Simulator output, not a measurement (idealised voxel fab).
Process module under the name voxel spacer lines
Square cell edge 5 nm, section width 265 nm, ID cut.
Just so we're on the same page, the cross-sections are grids of square cells, and they're listed out in bands top to bottom, each band one or more rows deep.
The entry gives the band's vertical extent as a top height and a bottom height in nm, then its horizontal make-up as materials from left to right, each with a width in nm. "blank" stands for empty space; a single material marked "all across" fills the band edge to edge.
Height reference: 0 = level under which incoming wafer is all one material. Lowest band: no bottom, runs on downward, e.g. "top 0, no bottom".
Width "30->40": first value at the band's top row of cells, second value at its bottom row, equal change from row to row.
"same as before", as given for a step, is the statement that not any cell of the cross-section underwent a change during that step.
"Closed internal voids" enumerates empty spaces isolated from the top, with no open way to it, that contain at least 8 cells, giving each as width x height at distance from the left edge, all three in nm.
after a step's settings: what the simulator itself notes on the step
On any step carrying a mask, the "overlay nm" setting, if present on the step's line, tells how far right of its planned place the mask lay; negative values point to the left.

Steps planned for the process
1. RECEIVE, material Si
2. CONFORMAL_DEP, material SiO2, thk nm 5
3. DIRECTIONAL_DEP, material TiN, thk nm 20
4. DIRECTIONAL_DEP, material polySi, thk nm 25
5. PATTERN, tone cover, mask id MANDREL, material resist, width nm 15, pitch nm 60, thk nm 35, overlay nm 0
6. DIRECTIONAL_ETCH, etch materials polySi, depth nm 25
7. STRIP, etch materials resist
8. CONFORMAL_DEP, material SiN, thk nm 15
9. DIRECTIONAL_ETCH, etch materials SiN, depth nm 15
10. STRIP, etch materials polySi
11. DIRECTIONAL_ETCH, etch materials TiN, depth nm 20
12. STRIP, etch materials SiN

Run as planned: first of two wafers

Cross-section of the incoming wafer, state after step 1
- top 0, no bottom  Si all across
- Closed internal voids: none

After step 2: wafer cross-section
- top 5, bottom 0  SiO2 all across
- Below a height of 0, the structure has not been altered.

After step 3: wafer cross-section
- top 25, bottom 5  TiN all across
- Below a height of 5, the structure has not been altered.

After step 4: wafer cross-section
- top 50, bottom 25  polySi all across
- Below a height of 25, the structure has not been altered.

After step 5: wafer cross-section
- top 85, bottom 50  blank: 95, resist: 15, blank: 45, resist: 15, blank: 95
- Below a height of 50, the structure has not been altered.

After step 6: wafer cross-section
- top 85, bottom 50  blank: 95, resist: 15, blank: 45, resist: 15, blank: 95
- top 50, bottom 25  blank: 95, polySi: 15, blank: 45, polySi: 15, blank: 95
- Below a height of 25, the structure has not been altered.

After step 7: wafer cross-section
- top 50, bottom 25  blank: 95, polySi: 15, blank: 45, polySi: 15, blank: 95
- Below a height of 25, the structure has not been altered.

After step 8: wafer cross-section
- top 65, bottom 50  blank: 80, SiN: 45, blank: 15, SiN: 45, blank: 80
- top 50, bottom 40  blank: 80, SiN: 15, polySi: 15, SiN: 15, blank: 15, SiN: 15, polySi: 15, SiN: 15, blank: 80
- top 40, bottom 25  SiN: 95, polySi: 15, SiN: 45, polySi: 15, SiN: 95
- Below a height of 25, the structure has not been altered.

After step 9: wafer cross-section
- top 50, bottom 25  blank: 80, SiN: 15, polySi: 15, SiN: 15, blank: 15, SiN: 15, polySi: 15, SiN: 15, blank: 80
- Below a height of 25, the structure has not been altered.

After step 10: wafer cross-section
- top 50, bottom 25  blank: 80, SiN: 15, blank: 15, SiN: 15, blank: 15, SiN: 15, blank: 15, SiN: 15, blank: 80
- Below a height of 25, the structure has not been altered.

After step 11: wafer cross-section
- top 50, bottom 25  blank: 80, SiN: 15, blank: 15, SiN: 15, blank: 15, SiN: 15, blank: 15, SiN: 15, blank: 80
- top 25, bottom 5  blank: 80, TiN: 15, blank: 15, TiN: 15, blank: 15, TiN: 15, blank: 15, TiN: 15, blank: 80
- Below a height of 5, the structure has not been altered.

After step 12: wafer cross-section
- top 25, bottom 5  blank: 80, TiN: 15, blank: 15, TiN: 15, blank: 15, TiN: 15, blank: 15, TiN: 15, blank: 80
- Below a height of 5, the structure has not been altered.

Second wafer - shared start and plan with the first - one error in running - same as the first up to step 4 inclusive

Cross-section of the second wafer corresponding to the planned conclusion of step 5
- top 85, bottom 50  blank: 95, resist: 20, blank: 40, resist: 20, blank: 90
- Below a height of 50, the structure has not been altered.

Cross-section of the second wafer corresponding to the planned conclusion of step 6
- top 85, bottom 50  blank: 95, resist: 20, blank: 40, resist: 20, blank: 90
- top 50, bottom 25  blank: 95, polySi: 20, blank: 40, polySi: 20, blank: 90
- Below a height of 25, the structure has not been altered.

Cross-section of the second wafer corresponding to the planned conclusion of step 7
- top 50, bottom 25  blank: 95, polySi: 20, blank: 40, polySi: 20, blank: 90
- Below a height of 25, the structure has not been altered.

Cross-section of the second wafer corresponding to the planned conclusion of step 8
- top 65, bottom 50  blank: 80, SiN: 50, blank: 10, SiN: 50, blank: 75
- top 50, bottom 40  blank: 80, SiN: 15, polySi: 20, SiN: 15, blank: 10, SiN: 15, polySi: 20, SiN: 15, blank: 75
- top 40, bottom 25  SiN: 95, polySi: 20, SiN: 40, polySi: 20, SiN: 90
- Below a height of 25, the structure has not been altered.

Cross-section of the second wafer corresponding to the planned conclusion of step 9
- top 50, bottom 25  blank: 80, SiN: 15, polySi: 20, SiN: 15, blank: 10, SiN: 15, polySi: 20, SiN: 15, blank: 75
- Below a height of 25, the structure has not been altered.

Cross-section of the second wafer corresponding to the planned conclusion of step 10
- top 50, bottom 25  blank: 80, SiN: 15, blank: 20, SiN: 15, blank: 10, SiN: 15, blank: 20, SiN: 15, blank: 75
- Below a height of 25, the structure has not been altered.

Cross-section of the second wafer corresponding to the planned conclusion of step 11
- top 50, bottom 25  blank: 80, SiN: 15, blank: 20, SiN: 15, blank: 10, SiN: 15, blank: 20, SiN: 15, blank: 75
- top 25, bottom 5  blank: 80, TiN: 15, blank: 20, TiN: 15, blank: 10, TiN: 15, blank: 20, TiN: 15, blank: 75
- Below a height of 5, the structure has not been altered.

Cross-section of the second wafer corresponding to the planned conclusion of step 12
- top 25, bottom 5  blank: 80, TiN: 15, blank: 20, TiN: 15, blank: 10, TiN: 15, blank: 20, TiN: 15, blank: 75
- Below a height of 5, the structure has not been altered.
Deviation noted in wafer processing: step 5 ran with different settings than intended, the actual operation and settings being PATTERN, tone cover, mask id MANDREL, material resist, width nm 20, pitch nm 60, thk nm 35, overlay nm 0
Cell counts per material: same on both final wafers. Positions: different.
